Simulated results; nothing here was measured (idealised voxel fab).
Proc. module: voxel transistor to metal
In the cross-section labelled cut, the width is 180 nm and each square cell is 5 nm.
Throughout this document, each cross-section is represented as a grid of square cells and is presented as a sequence of bands enumerated from the top downward, where a band comprises one or more rows of cells.
Read a band's entry like this: the first values are the height of its top and the height of its bottom in nm, and what follows is the sequence of materials from left to right, each with its width in nm. Note that "blank" is empty space, and that a single material marked "edge to edge" reaches across the band from edge to edge.
Beneath 0, the wafer as received is one material, and that level is where height counting begins. The lowest band goes on downward without a bottom; it is written like "top 0, no bottom".
A width given as "30 to 40" starts at the first number in the band's top row and ends at the second number in its bottom row, shifting by an equal amount at every step from row to row.
The designation "left unchanged", where it is given for a processing step, indicates that no cell of the cross-section was altered in the course of that step.
Reported under the label "Enclosed internal voids" are the empty spaces having no open way to the top and comprising 8 cells or more; the notation for each is width x height at distance, in which the distance is measured from the left edge and all three values are in nm.
If you see something after the settings on a step's line, that's the simulator's own remark about that step.
The setting "overlay nm" may be written on the line of a step. When the step uses a mask, the value reports how far to the right of the planned place the mask lay, and a negative value reports that it lay to the left.
What follows is a series of pairs. Each pair shows a cross-section before one process step and the cross-section after it, and the after view is drawn only down to the lowest band that changed. Beneath each pair is the step that lies between the two, with its settings. Pairs may come from different runs of this module on the same starting wafer, so a pair continues from the one above it only where its entry headed "Prior state" says so.

Prior state:
    top 45, bottom 30 | blank: 65, SiN: 10, SiCN: 25, SiN: 10, blank: 70
    top 30, bottom 0 | blank: 65, SiN: 10, polySi: 25, SiN: 10, blank: 70
    top 0, bottom -5 | blank: 25, SiN: 10, SiGe: 30, SiN: 10, SiO2: 25, SiN: 10, SiGe: 30, SiN: 10, blank: 30
    top -5, bottom -35 | SiO2: 35, Si: 105, SiO2: 40
    top -35, no bottom | Si edge to edge
    Enclosed internal voids: none

Section After Processing:
    top 50, bottom 45 | SiO2 edge to edge
    top 45, bottom 30 | SiO2: 65, SiN: 10, SiCN: 25, SiN: 10, SiO2: 70
    top 30, bottom 0 | SiO2: 65, SiN: 10, polySi: 25, SiN: 10, SiO2: 70
    top 0, bottom -5 | SiO2: 25, SiN: 10, SiGe: 30, SiN: 10, SiO2: 25, SiN: 10, SiGe: 30, SiN: 10, SiO2: 30
    Below -5 it's all the same as before, nothing changed down there.
    Enclosed internal voids: none
What sits between those two cross-sections? FILL_DEP [material SiO2] [thk nm 5]

Prior state: the cross-section after the pair above

Section After Processing:
    top 45, bottom 30 | SiO2: 65, SiN: 10, SiCN: 25, SiN: 10, SiO2: 70
    Below 30 it's all the same as before, nothing changed down there.
    Enclosed internal voids: none
What sits between those two cross-sections? CMP [height nm 45]

Prior state: the cross-section after the pair above

Section After Processing:
    top 55, bottom 45 | SiO2 edge to edge
    Below 45 it's all the same as before, nothing changed down there.
    Enclosed internal voids: none
What sits between those two cross-sections? DIRECTIONAL_DEP [material SiO2] [thk nm 10]

Prior state: the cross-section after the pair above

Section After Processing:
    top 70, bottom 55 | resist: 35, blank: 35, resist: 35, blank: 35, resist: 40
    Below 55 it's all the same as before, nothing changed down there.
    Enclosed internal voids: none
What sits between those two cross-sections? PATTERN [tone open] [mask id CONTACT] [material resist] [width nm 35] [pitch nm 70] [thk nm 15] [overlay nm 0]

Prior state: the cross-section after the pair above

Section After Processing:
    top 70, bottom 55 | resist: 35, blank: 35, resist: 35, blank: 35, resist: 40
    top 55, bottom 45 | SiO2: 35, blank: 35, SiO2: 35, blank: 35, SiO2: 40
    top 45, bottom 30 | SiO2: 35, blank: 30, SiN: 10, SiCN: 25, SiN: 10, blank: 30, SiO2: 40
    top 30, bottom 0 | SiO2: 35, blank: 30, SiN: 10, polySi: 25, SiN: 10, blank: 30, SiO2: 40
    Below 0 it's all the same as before, nothing changed down there.
    Enclosed internal voids: none
What sits between those two cross-sections? DIRECTIONAL_ETCH [etch materials SiO2] [depth nm 55]

Prior state: the cross-section after the pair above

Section After Processing:
    top 55, bottom 45 | SiO2: 35, blank: 35, SiO2: 35, blank: 35, SiO2: 40
    Below 45 it's all the same as before, nothing changed down there.
    Enclosed internal voids: none
What sits between those two cross-sections? STRIP [etch materials resist]

Prior state: the cross-section after the pair above

Section After Processing:
    top 60, bottom 55 | TiN: 40, blank: 25, TiN: 45, blank: 25, TiN: 45
    top 55, bottom 45 | SiO2: 35, TiN: 5, blank: 25 to 20, TiN: 5 to 10, SiO2: 35, TiN: 5 to 10, blank: 25 to 20, TiN: 5, SiO2: 40
    top 45, bottom 30 | SiO2: 35, TiN: 5, blank: 20, TiN: 5, SiN: 10, SiCN: 25, SiN: 10, TiN: 5, blank: 20, TiN: 5, SiO2: 40
    top 30, bottom 5 | SiO2: 35, TiN: 5, blank: 20, TiN: 5, SiN: 10, polySi: 25, SiN: 10, TiN: 5, blank: 20, TiN: 5, SiO2: 40
    top 5, bottom 0 | SiO2: 35, TiN: 30, SiN: 10, polySi: 25, SiN: 10, TiN: 30, SiO2: 40
    Below 0 it's all the same as before, nothing changed down there.
    Enclosed internal voids: none
What sits between those two cross-sections? CONFORMAL_DEP [material TiN] [thk nm 5]

Prior state: the cross-section after the pair above

Section After Processing:
    top 70, bottom 60 | Ru edge to edge
    top 60, bottom 55 | TiN: 40, Ru: 25, TiN: 45, Ru: 25, TiN: 45
    top 55, bottom 45 | SiO2: 35, TiN: 5, Ru: 25 to 20, TiN: 5 to 10, SiO2: 35, TiN: 5 to 10, Ru: 25 to 20, TiN: 5, SiO2: 40
    top 45, bottom 30 | SiO2: 35, TiN: 5, Ru: 20, TiN: 5, SiN: 10, SiCN: 25, SiN: 10, TiN: 5, Ru: 20, TiN: 5, SiO2: 40
    top 30, bottom 5 | SiO2: 35, TiN: 5, Ru: 20, TiN: 5, SiN: 10, polySi: 25, SiN: 10, TiN: 5, Ru: 20, TiN: 5, SiO2: 40
    Below 5 it's all the same as before, nothing changed down there.
    Enclosed internal voids: none
What sits between those two cross-sections? FILL_DEP [material Ru] [thk nm 10]

Prior state: the cross-section after the pair above

Section After Processing:
    top 55, bottom 45 | SiO2: 35, TiN: 5, Ru: 25 to 20, TiN: 5 to 10, SiO2: 35, TiN: 5 to 10, Ru: 25 to 20, TiN: 5, SiO2: 40
    Below 45 it's all the same as before, nothing changed down there.
    Enclosed internal voids: none
What sits between those two cross-sections? CMP [height nm 55]

Prior state: the cross-section after the pair above

Section After Processing:
    top 60, bottom 55 | SiCN edge to edge
    Below 55 it's all the same as before, nothing changed down there.
    Enclosed internal voids: none
What sits between those two cross-sections? CONFORMAL_DEP [material SiCN] [thk nm 5]

Prior state: the cross-section after the pair above

Section After Processing:
    top 85, bottom 60 | SiO2 edge to edge
    Below 60 it's all the same as before, nothing changed down there.
    Enclosed internal voids: none
What sits between those two cross-sections? DIRECTIONAL_DEP [material SiO2] [thk nm 25]

Prior state: the cross-section after the pair above

Section After Processing:
    top 100, bottom 85 | resist: 35, blank: 20, resist: 65, blank: 20, resist: 40
    Below 85 it's all the same as before, nothing changed down there.
    Enclosed internal voids: none
What sits between those two cross-sections? PATTERN [tone open] [mask id METAL_1] [material resist] [width nm 20] [pitch nm 85] [thk nm 15] [overlay nm 0]

Prior state: the cross-section after the pair above

Section After Processing:
    top 100, bottom 85 | resist: 35, blank: 20, resist: 65, blank: 20, resist: 40
    top 85, bottom 60 | SiO2: 35, blank: 20, SiO2: 65, blank: 20, SiO2: 40
    Below 60 it's all the same as before, nothing changed down there.
    Enclosed internal voids: none
What sits between those two cross-sections? DIRECTIONAL_ETCH [etch materials SiO2] [depth nm 25]

Prior state: the cross-section after the pair above

Section After Processing:
    top 100, bottom 85 | resist: 35, blank: 20, resist: 65, blank: 20, resist: 40
    top 85, bottom 60 | SiO2: 35, blank: 20, SiO2: 65, blank: 20, SiO2: 40
    top 60, bottom 55 | SiCN: 35, blank: 20, SiCN: 65, blank: 20, SiCN: 40
    Below 55 it's all the same as before, nothing changed down there.
    Enclosed internal voids: none
What sits between those two cross-sections? DIRECTIONAL_ETCH [etch materials SiCN] [depth nm 5]

Prior state: the cross-section after the pair above

Section After Processing:
    top 85, bottom 60 | SiO2: 35, blank: 20, SiO2: 65, blank: 20, SiO2: 40
    Below 60 it's all the same as before, nothing changed down there.
    Enclosed internal voids: none
What sits between those two cross-sections? STRIP [etch materials resist]

Prior state: the cross-section after the pair above

Section After Processing:
    top 90, bottom 85 | TiN: 40, blank: 10, TiN: 75, blank: 10, TiN: 45
    top 85, bottom 60 | SiO2: 35, TiN: 5, blank: 10, TiN: 5, SiO2: 65, TiN: 5, blank: 10, TiN: 5, SiO2: 40
    top 60, bottom 55 | SiCN: 35, TiN: 20, SiCN: 65, TiN: 20, SiCN: 40
    Below 55 it's all the same as before, nothing changed down there.
    Enclosed internal voids: none
What sits between those two cross-sections? CONFORMAL_DEP [material TiN] [thk nm 5]

Prior state: the cross-section after the pair above

Section After Processing:
    top 95, bottom 90 | Ru edge to edge
    top 90, bottom 85 | TiN: 40, Ru: 10, TiN: 75, Ru: 10, TiN: 45
    top 85, bottom 60 | SiO2: 35, TiN: 5, Ru: 10, TiN: 5, SiO2: 65, TiN: 5, Ru: 10, TiN: 5, SiO2: 40
    Below 60 it's all the same as before, nothing changed down there.
    Enclosed internal voids: none
What sits between those two cross-sections? FILL_DEP [material Ru] [thk nm 5]

Prior state: the cross-section after the pair above

Section After Processing:
    top 85, bottom 60 | SiO2: 35, TiN: 5, Ru: 10, TiN: 5, SiO2: 65, TiN: 5, Ru: 10, TiN: 5, SiO2: 40
    Below 60 it's all the same as before, nothing changed down there.
    Enclosed internal voids: none
What sits between those two cross-sections? CMP [height nm 85]

Prior state: the cross-section after the pair above

Section After Processing:
    top 90, bottom 85 | SiCN edge to edge
    Below 85 it's all the same as before, nothing changed down there.
    Enclosed internal voids: none
What sits between those two cross-sections? CONFORMAL_DEP [material SiCN] [thk nm 5]

Prior state: the cross-section after the pair above

Section After Processing:
    top 120, bottom 90 | lowk edge to edge
    Below 90 it's all the same as before, nothing changed down there.
    Enclosed internal voids: none
What sits between those two cross-sections? DIRECTIONAL_DEP [material lowk] [thk nm 30]

Prior state: the cross-section after the pair above

Section After Processing:
    top 135, bottom 120 | resist: 35, blank: 20, resist: 65, blank: 20, resist: 40
    Below 120 it's all the same as before, nothing changed down there.
    Enclosed internal voids: none
What sits between those two cross-sections? PATTERN [tone open] [mask id METAL_2] [material resist] [width nm 20] [pitch nm 85] [thk nm 15] [overlay nm 0]

Prior state: the cross-section after the pair above

Section After Processing:
    top 135, bottom 120 | resist: 35, blank: 20, resist: 65, blank: 20, resist: 40
    top 120, bottom 105 | lowk: 35, blank: 20, lowk: 65, blank: 20, lowk: 40
    Below 105 it's all the same as before, nothing changed down there.
    Enclosed internal voids: none
What sits between those two cross-sections? DIRECTIONAL_ETCH [etch materials lowk] [depth nm 15]

Prior state: the cross-section after the pair above

Section After Processing:
    top 120, bottom 105 | lowk: 35, blank: 20, lowk: 65, blank: 20, lowk: 40
    Below 105 it's all the same as before, nothing changed down there.
    Enclosed internal voids: none
What sits between those two cross-sections? STRIP [etch materials resist]

Prior state: the cross-section after the pair above

Section After Processing:
    top 130, bottom 120 | aC: 35, blank: 20, aC: 65, blank: 20, aC: 40
    top 120, bottom 115 | lowk: 35, blank: 20, lowk: 65, blank: 20, lowk: 40
    top 115, bottom 105 | lowk: 35, aC: 20, lowk: 65, aC: 20, lowk: 40
    Below 105 it's all the same as before, nothing changed down there.
    Enclosed internal voids: none
What sits between those two cross-sections? DIRECTIONAL_DEP [material aC] [thk nm 10]

Prior state: the cross-section after the pair above

Section After Processing:
    top 155, bottom 130 | resist: 35, blank: 15, resist: 70, blank: 15, resist: 45
    top 130, bottom 120 | aC: 35, blank: 15, resist: 5, aC: 65, blank: 15, resist: 5, aC: 40
    top 120, bottom 115 | lowk: 35, blank: 15, resist: 5, lowk: 65, blank: 15, resist: 5, lowk: 40
    Below 115 it's all the same as before, nothing changed down there.
    Enclosed internal voids: none
What sits between those two cross-sections? PATTERN [tone open] [mask id METAL_2_HOLES] [material resist] [width nm 15] [pitch nm 85] [thk nm 25] [overlay nm 0]

Prior state: the cross-section after the pair above

Section After Processing:
    top 145, bottom 130 | resist: 35, blank: 15, resist: 70, blank: 15, resist: 45
    top 130, bottom 120 | aC: 35, blank: 15, resist: 5, aC: 65, blank: 15, resist: 5, aC: 40
    top 120, bottom 115 | lowk: 35, blank: 15, resist: 5, lowk: 65, blank: 15, resist: 5, lowk: 40
    top 115, bottom 105 | lowk: 35, blank: 15, aC: 5, lowk: 65, blank: 15, aC: 5, lowk: 40
    Below 105 it's all the same as before, nothing changed down there.
    Enclosed internal voids: none
What sits between those two cross-sections? DIRECTIONAL_ETCH [etch materials aC] [depth nm 10]

Prior state: the cross-section after the pair above

Section After Processing:
    top 130, bottom 120 | aC: 35, blank: 20, aC: 65, blank: 20, aC: 40
    top 120, bottom 115 | lowk: 35, blank: 20, lowk: 65, blank: 20, lowk: 40
    Below 115 it's all the same as before, nothing changed down there.
    Enclosed internal voids: none
What sits between those two cross-sections? STRIP [etch materials resist]

Prior state: the cross-section after the pair above

Section After Processing:
    top 130, bottom 120 | aC: 35, blank: 20, aC: 65, blank: 20, aC: 40
    top 120, bottom 115 | lowk: 35, blank: 20, lowk: 65, blank: 20, lowk: 40
    top 115, bottom 105 | lowk: 35, blank: 15, aC: 5, lowk: 65, blank: 15, aC: 5, lowk: 40
    top 105, bottom 90 | lowk: 35, blank: 15, lowk: 70, blank: 15, lowk: 45
    Below 90 it's all the same as before, nothing changed down there.
    Enclosed internal voids: none
What sits between those two cross-sections? DIRECTIONAL_ETCH [etch materials lowk] [depth nm 15]

Prior state: the cross-section after the pair above

Section After Processing:
    top 130, bottom 120 | aC: 35, blank: 20, aC: 65, blank: 20, aC: 40
    top 120, bottom 115 | lowk: 35, blank: 20, lowk: 65, blank: 20, lowk: 40
    top 115, bottom 105 | lowk: 35, blank: 15, aC: 5, lowk: 65, blank: 15, aC: 5, lowk: 40
    top 105, bottom 90 | lowk: 35, blank: 15, lowk: 70, blank: 15, lowk: 45
    top 90, bottom 85 | SiCN: 35, blank: 15, SiCN: 70, blank: 15, SiCN: 45
    Below 85 it's all the same as before, nothing changed down there.
    Enclosed internal voids: none
What sits between those two cross-sections? DIRECTIONAL_ETCH [etch materials SiCN] [depth nm 5]

Prior state: the cross-section after the pair above

Section After Processing:
    top 120, bottom 105 | lowk: 35, blank: 20, lowk: 65, blank: 20, lowk: 40
    Below 105 it's all the same as before, nothing changed down there.
    Enclosed internal voids: none
What sits between those two cross-sections? STRIP [etch materials aC]

Prior state: the cross-section after the pair above

Section After Processing:
    top 125, bottom 120 | TiN: 40, blank: 10, TiN: 75, blank: 10, TiN: 45
    top 120, bottom 110 | lowk: 35, TiN: 5, blank: 10, TiN: 5, lowk: 65, TiN: 5, blank: 10, TiN: 5, lowk: 40
    top 110, bottom 105 | lowk: 35, TiN: 5, blank: 5, TiN: 10, lowk: 65, TiN: 5, blank: 5, TiN: 10, lowk: 40
    top 105, bottom 90 | lowk: 35, TiN: 5, blank: 5, TiN: 5, lowk: 70, TiN: 5, blank: 5, TiN: 5, lowk: 45
    top 90, bottom 85 | SiCN: 35, TiN: 15, SiCN: 70, TiN: 15, SiCN: 45
    Below 85 it's all the same as before, nothing changed down there.
    Enclosed internal voids: none
What sits between those two cross-sections? CONFORMAL_DEP [material TiN] [thk nm 5]

Prior state: the cross-section after the pair above

Section After Processing:
    top 130, bottom 125 | Ru edge to edge
    top 125, bottom 120 | TiN: 40, Ru: 10, TiN: 75, Ru: 10, TiN: 45
    top 120, bottom 110 | lowk: 35, TiN: 5, Ru: 10, TiN: 5, lowk: 65, TiN: 5, Ru: 10, TiN: 5, lowk: 40
    top 110, bottom 105 | lowk: 35, TiN: 5, Ru: 5, TiN: 10, lowk: 65, TiN: 5, Ru: 5, TiN: 10, lowk: 40
    top 105, bottom 90 | lowk: 35, TiN: 5, Ru: 5, TiN: 5, lowk: 70, TiN: 5, Ru: 5, TiN: 5, lowk: 45
    Below 90 it's all the same as before, nothing changed down there.
    Enclosed internal voids: none
What sits between those two cross-sections? FILL_DEP [material Ru] [thk nm 5]

Prior state: the cross-section after the pair above

Section After Processing:
    top 120, bottom 110 | lowk: 35, TiN: 5, Ru: 10, TiN: 5, lowk: 65, TiN: 5, Ru: 10, TiN: 5, lowk: 40
    Below 110 it's all the same as before, nothing changed down there.
    Enclosed internal voids: none
What sits between those two cross-sections? CMP [height nm 120]

Prior state: the cross-section after the pair above

Section After Processing:
    top 125, bottom 120 | SiCN edge to edge
    Below 120 it's all the same as before, nothing changed down there.
    Enclosed internal voids: none
What sits between those two cross-sections? CONFORMAL_DEP [material SiCN] [thk nm 5]

Prior state:
    top 120, bottom 90 | lowk edge to edge
    top 90, bottom 85 | SiCN edge to edge
    top 85, bottom 60 | SiO2: 35, TiN: 5, Ru: 10, TiN: 5, SiO2: 65, TiN: 5, Ru: 10, TiN: 5, SiO2: 40
    top 60, bottom 55 | SiCN: 35, TiN: 20, SiCN: 65, TiN: 20, SiCN: 40
    top 55, bottom 45 | SiO2: 35, TiN: 5, Ru: 25 to 15, TiN: 5 to 15, SiO2: 35, TiN: 5 to 15, Ru: 25 to 15, TiN: 5, SiO2: 40
    top 45, bottom 30 | SiO2: 35, TiN: 5, Ru: 15, TiN: 5, SiN: 10, SiO2: 5, SiCN: 25, SiO2: 5, SiN: 10, TiN: 5, Ru: 15, TiN: 5, SiO2: 40
    top 30, bottom 10 | SiO2: 35, TiN: 5, Ru: 15, TiN: 5, SiN: 10, SiO2: 5, polySi: 25, SiO2: 5, SiN: 10, TiN: 5, Ru: 15, TiN: 5, SiO2: 40
    top 10, bottom 5 | SiO2: 35, TiN: 10, Ru: 10, TiN: 5, SiN: 10, SiO2: 5, polySi: 25, SiO2: 5, SiN: 10, TiN: 5, Ru: 10, TiN: 10, SiO2: 40
    top 5, bottom 0 | SiO2: 30, SiN: 10, TiN: 20, SiN: 10, SiO2: 5, polySi: 25, SiO2: 5, SiN: 10, TiN: 20, SiN: 10, SiO2: 35
    top 0, bottom -5 | SiO2: 40, SiGe: 20, SiO2: 55, SiGe: 20, SiO2: 45
    top -5, bottom -35 | SiO2: 35, Si: 105, SiO2: 40
    top -35, no bottom | Si edge to edge
    Enclosed internal voids: none

Section After Processing:
    top 150, bottom 90 | lowk edge to edge
    Below 90 it's all the same as before, nothing changed down there.
    Enclosed internal voids: none
What sits between those two cross-sections? DIRECTIONAL_DEP [material lowk] [thk nm 30]

Prior state: the cross-section after the pair above

Section After Processing:
    top 165, bottom 150 | resist: 35, blank: 20, resist: 65, blank: 20, resist: 40
    Below 150 it's all the same as before, nothing changed down there.
    Enclosed internal voids: none
What sits between those two cross-sections? PATTERN [tone open] [mask id METAL_2] [material resist] [width nm 20] [pitch nm 85] [thk nm 15] [overlay nm 0]

Prior state: the cross-section after the pair above

Section After Processing:
    top 165, bottom 150 | resist: 35, blank: 20, resist: 65, blank: 20, resist: 40
    top 150, bottom 135 | lowk: 35, blank: 20, lowk: 65, blank: 20, lowk: 40
    Below 135 it's all the same as before, nothing changed down there.
    Enclosed internal voids: none
What sits between those two cross-sections? DIRECTIONAL_ETCH [etch materials lowk] [depth nm 15]

Prior state: the cross-section after the pair above

Section After Processing:
    top 150, bottom 135 | lowk: 35, blank: 20, lowk: 65, blank: 20, lowk: 40
    Below 135 it's all the same as before, nothing changed down there.
    Enclosed internal voids: none
What sits between those two cross-sections? STRIP [etch materials resist]

Prior state: the cross-section after the pair above

Section After Processing:
    top 160, bottom 150 | aC: 35, blank: 20, aC: 65, blank: 20, aC: 40
    top 150, bottom 145 | lowk: 35, blank: 20, lowk: 65, blank: 20, lowk: 40
    top 145, bottom 135 | lowk: 35, aC: 20, lowk: 65, aC: 20, lowk: 40
    Below 135 it's all the same as before, nothing changed down there.
    Enclosed internal voids: none
What sits between those two cross-sections? DIRECTIONAL_DEP [material aC] [thk nm 10]

Prior state: the cross-section after the pair above

Section After Processing:
    top 185, bottom 160 | resist: 35, blank: 15, resist: 70, blank: 15, resist: 45
    top 160, bottom 150 | aC: 35, blank: 15, resist: 5, aC: 65, blank: 15, resist: 5, aC: 40
    top 150, bottom 145 | lowk: 35, blank: 15, resist: 5, lowk: 65, blank: 15, resist: 5, lowk: 40
    Below 145 it's all the same as before, nothing changed down there.
    Enclosed internal voids: none
What sits between those two cross-sections? PATTERN [tone open] [mask id METAL_2_HOLES] [material resist] [width nm 15] [pitch nm 85] [thk nm 25] [overlay nm 0]

Prior state: the cross-section after the pair above

Section After Processing:
    top 175, bottom 160 | resist: 35, blank: 15, resist: 70, blank: 15, resist: 45
    top 160, bottom 150 | aC: 35, blank: 15, resist: 5, aC: 65, blank: 15, resist: 5, aC: 40
    top 150, bottom 145 | lowk: 35, blank: 15, resist: 5, lowk: 65, blank: 15, resist: 5, lowk: 40
    top 145, bottom 135 | lowk: 35, blank: 15, aC: 5, lowk: 65, blank: 15, aC: 5, lowk: 40
    Below 135 it's all the same as before, nothing changed down there.
    Enclosed internal voids: none
What sits between those two cross-sections? DIRECTIONAL_ETCH [etch materials aC] [depth nm 10]

Prior state: the cross-section after the pair above

Section After Processing:
    top 160, bottom 150 | aC: 35, blank: 20, aC: 65, blank: 20, aC: 40
    top 150, bottom 145 | lowk: 35, blank: 20, lowk: 65, blank: 20, lowk: 40
    Below 145 it's all the same as before, nothing changed down there.
    Enclosed internal voids: none
What sits between those two cross-sections? STRIP [etch materials resist]

Prior state: the cross-section after the pair above

Section After Processing:
    top 160, bottom 150 | aC: 35, blank: 20, aC: 65, blank: 20, aC: 40
    top 150, bottom 145 | lowk: 35, blank: 20, lowk: 65, blank: 20, lowk: 40
    top 145, bottom 135 | lowk: 35, blank: 15, aC: 5, lowk: 65, blank: 15, aC: 5, lowk: 40
    top 135, bottom 120 | lowk: 35, blank: 15, lowk: 70, blank: 15, lowk: 45
    Below 120 it's all the same as before, nothing changed down there.
    Enclosed internal voids: none
What sits between those two cross-sections? DIRECTIONAL_ETCH [etch materials lowk] [depth nm 15]

Prior state: the cross-section after the pair above

Section After Processing:
    top 150, bottom 135 | lowk: 35, blank: 20, lowk: 65, blank: 20, lowk: 40
    Below 135 it's all the same as before, nothing changed down there.
    Enclosed internal voids: none
What sits between those two cross-sections? STRIP [etch materials aC]

Prior state: the cross-section after the pair above

Section After Processing:
    top 155, bottom 150 | TiN: 40, blank: 10, TiN: 75, blank: 10, TiN: 45
    top 150, bottom 140 | lowk: 35, TiN: 5, blank: 10, TiN: 5, lowk: 65, TiN: 5, blank: 10, TiN: 5, lowk: 40
    top 140, bottom 135 | lowk: 35, TiN: 5, blank: 5, TiN: 10, lowk: 65, TiN: 5, blank: 5, TiN: 10, lowk: 40
    top 135, bottom 125 | lowk: 35, TiN: 5, blank: 5, TiN: 5, lowk: 70, TiN: 5, blank: 5, TiN: 5, lowk: 45
    top 125, bottom 120 | lowk: 35, TiN: 15, lowk: 70, TiN: 15, lowk: 45
    Below 120 it's all the same as before, nothing changed down there.
    Enclosed internal voids: none
What sits between those two cross-sections? CONFORMAL_DEP [material TiN] [thk nm 5]

Prior state: the cross-section after the pair above

Section After Processing:
    top 160, bottom 155 | Ru edge to edge
    top 155, bottom 150 | TiN: 40, Ru: 10, TiN: 75, Ru: 10, TiN: 45
    top 150, bottom 140 | lowk: 35, TiN: 5, Ru: 10, TiN: 5, lowk: 65, TiN: 5, Ru: 10, TiN: 5, lowk: 40
    top 140, bottom 135 | lowk: 35, TiN: 5, Ru: 5, TiN: 10, lowk: 65, TiN: 5, Ru: 5, TiN: 10, lowk: 40
    top 135, bottom 125 | lowk: 35, TiN: 5, Ru: 5, TiN: 5, lowk: 70, TiN: 5, Ru: 5, TiN: 5, lowk: 45
    Below 125 it's all the same as before, nothing changed down there.
    Enclosed internal voids: none
What sits between those two cross-sections? FILL_DEP [material Ru] [thk nm 5]

Prior state: the cross-section after the pair above

Section After Processing:
    top 120, bottom 90 | lowk edge to edge
    Below 90 it's all the same as before, nothing changed down there.
    Enclosed internal voids: none
What sits between those two cross-sections? CMP [height nm 120]

Prior state: the cross-section after the pair above

Section After Processing:
    top 125, bottom 120 | SiCN edge to edge
    Below 120 it's all the same as before, nothing changed down there.
    Enclosed internal voids: none
What sits between those two cross-sections? CONFORMAL_DEP [material SiCN] [thk nm 5]

Prior state:
    top 55, bottom 45 | SiO2: 35, TiN: 5, Ru: 25 to 15, TiN: 5 to 15, SiO2: 35, TiN: 5 to 15, Ru: 25 to 15, TiN: 5, SiO2: 40
    top 45, bottom 30 | SiO2: 35, TiN: 5, Ru: 15, TiN: 5, SiN: 10, SiO2: 5, SiCN: 25, SiO2: 5, SiN: 10, TiN: 5, Ru: 15, TiN: 5, SiO2: 40
    top 30, bottom 10 | SiO2: 35, TiN: 5, Ru: 15, TiN: 5, SiN: 10, SiO2: 5, polySi: 25, SiO2: 5, SiN: 10, TiN: 5, Ru: 15, TiN: 5, SiO2: 40
    top 10, bottom 5 | SiO2: 35, TiN: 10, Ru: 10, TiN: 5, SiN: 10, SiO2: 5, polySi: 25, SiO2: 5, SiN: 10, TiN: 5, Ru: 10, TiN: 10, SiO2: 40
    top 5, bottom 0 | SiO2: 30, SiN: 10, TiN: 20, SiN: 10, SiO2: 5, polySi: 25, SiO2: 5, SiN: 10, TiN: 20, SiN: 10, SiO2: 35
    top 0, bottom -5 | SiO2: 40, SiGe: 20, SiO2: 55, SiGe: 20, SiO2: 45
    top -5, bottom -35 | SiO2: 35, Si: 105, SiO2: 40
    top -35, no bottom | Si edge to edge
    Enclosed internal voids: none

Section After Processing:
    top 80, bottom 55 | SiO2 edge to edge
    Below 55 it's all the same as before, nothing changed down there.
    Enclosed internal voids: none
What sits between those two cross-sections? DIRECTIONAL_DEP [material SiO2] [thk nm 25]

Prior state: the cross-section after the pair above

Section After Processing:
    top 85, bottom 80 | SiCN edge to edge
    Below 80 it's all the same as before, nothing changed down there.
    Enclosed internal voids: none
What sits between those two cross-sections? CONFORMAL_DEP [material SiCN] [thk nm 5]

Prior state: the cross-section after the pair above

Section After Processing:
    top 100, bottom 85 | resist: 35, blank: 20, resist: 65, blank: 20, resist: 40
    Below 85 it's all the same as before, nothing changed down there.
    Enclosed internal voids: none
What sits between those two cross-sections? PATTERN [tone open] [mask id METAL_1] [material resist] [width nm 20] [pitch nm 85] [thk nm 15] [overlay nm 0]

Prior state: the cross-section after the pair above

Section After Processing:
    top 100, bottom 85 | resist: 35, blank: 20, resist: 65, blank: 20, resist: 40
    top 85, bottom 80 | SiCN: 35, blank: 20, SiCN: 65, blank: 20, SiCN: 40
    Below 80 it's all the same as before, nothing changed down there.
    Enclosed internal voids: none
What sits between those two cross-sections? DIRECTIONAL_ETCH [etch materials SiCN] [depth nm 5]

Prior state: the cross-section after the pair above

Section After Processing:
    top 85, bottom 80 | SiCN: 35, blank: 20, SiCN: 65, blank: 20, SiCN: 40
    Below 80 it's all the same as before, nothing changed down there.
    Enclosed internal voids: none
What sits between those two cross-sections? STRIP [etch materials resist]

Prior state: the cross-section after the pair above

Section After Processing:
    top 90, bottom 85 | TiN: 40, blank: 10, TiN: 75, blank: 10, TiN: 45
    top 85, bottom 80 | SiCN: 35, TiN: 20, SiCN: 65, TiN: 20, SiCN: 40
    Below 80 it's all the same as before, nothing changed down there.
    Enclosed internal voids: none
What sits between those two cross-sections? CONFORMAL_DEP [material TiN] [thk nm 5]

Prior state: the cross-section after the pair above

Section After Processing:
    top 95, bottom 90 | Ru edge to edge
    top 90, bottom 85 | TiN: 40, Ru: 10, TiN: 75, Ru: 10, TiN: 45
    Below 85 it's all the same as before, nothing changed down there.
    Enclosed internal voids: none
What sits between those two cross-sections? FILL_DEP [material Ru] [thk nm 5]

Prior state: the cross-section after the pair above

Section After Processing:
    top 85, bottom 80 | SiCN: 35, TiN: 20, SiCN: 65, TiN: 20, SiCN: 40
    Below 80 it's all the same as before, nothing changed down there.
    Enclosed internal voids: none
What sits between those two cross-sections? CMP [height nm 85]

Prior state: the cross-section after the pair above

Section After Processing:
    top 90, bottom 85 | SiCN edge to edge
    Below 85 it's all the same as before, nothing changed down there.
    Enclosed internal voids: none
What sits between those two cross-sections? CONFORMAL_DEP [material SiCN] [thk nm 5]

Prior state: the cross-section after the pair above

Section After Processing:
    top 120, bottom 90 | lowk edge to edge
    Below 90 it's all the same as before, nothing changed down there.
    Enclosed internal voids: none
What sits between those two cross-sections? DIRECTIONAL_DEP [material lowk] [thk nm 30]

Prior state: the cross-section after the pair above

Section After Processing:
    top 135, bottom 120 | resist: 35, blank: 20, resist: 65, blank: 20, resist: 40
    Below 120 it's all the same as before, nothing changed down there.
    Enclosed internal voids: none
What sits between those two cross-sections? PATTERN [tone open] [mask id METAL_2] [material resist] [width nm 20] [pitch nm 85] [thk nm 15] [overlay nm 0]

Prior state: the cross-section after the pair above

Section After Processing:
    top 135, bottom 120 | resist: 35, blank: 20, resist: 65, blank: 20, resist: 40
    top 120, bottom 105 | lowk: 35, blank: 20, lowk: 65, blank: 20, lowk: 40
    Below 105 it's all the same as before, nothing changed down there.
    Enclosed internal voids: none
What sits between those two cross-sections? DIRECTIONAL_ETCH [etch materials lowk] [depth nm 15]

Prior state: the cross-section after the pair above

Section After Processing:
    top 120, bottom 105 | lowk: 35, blank: 20, lowk: 65, blank: 20, lowk: 40
    Below 105 it's all the same as before, nothing changed down there.
    Enclosed internal voids: none
What sits between those two cross-sections? STRIP [etch materials resist]

Prior state: the cross-section after the pair above

Section After Processing:
    top 130, bottom 120 | aC: 35, blank: 20, aC: 65, blank: 20, aC: 40
    top 120, bottom 115 | lowk: 35, blank: 20, lowk: 65, blank: 20, lowk: 40
    top 115, bottom 105 | lowk: 35, aC: 20, lowk: 65, aC: 20, lowk: 40
    Below 105 it's all the same as before, nothing changed down there.
    Enclosed internal voids: none
What sits between those two cross-sections? DIRECTIONAL_DEP [material aC] [thk nm 10]
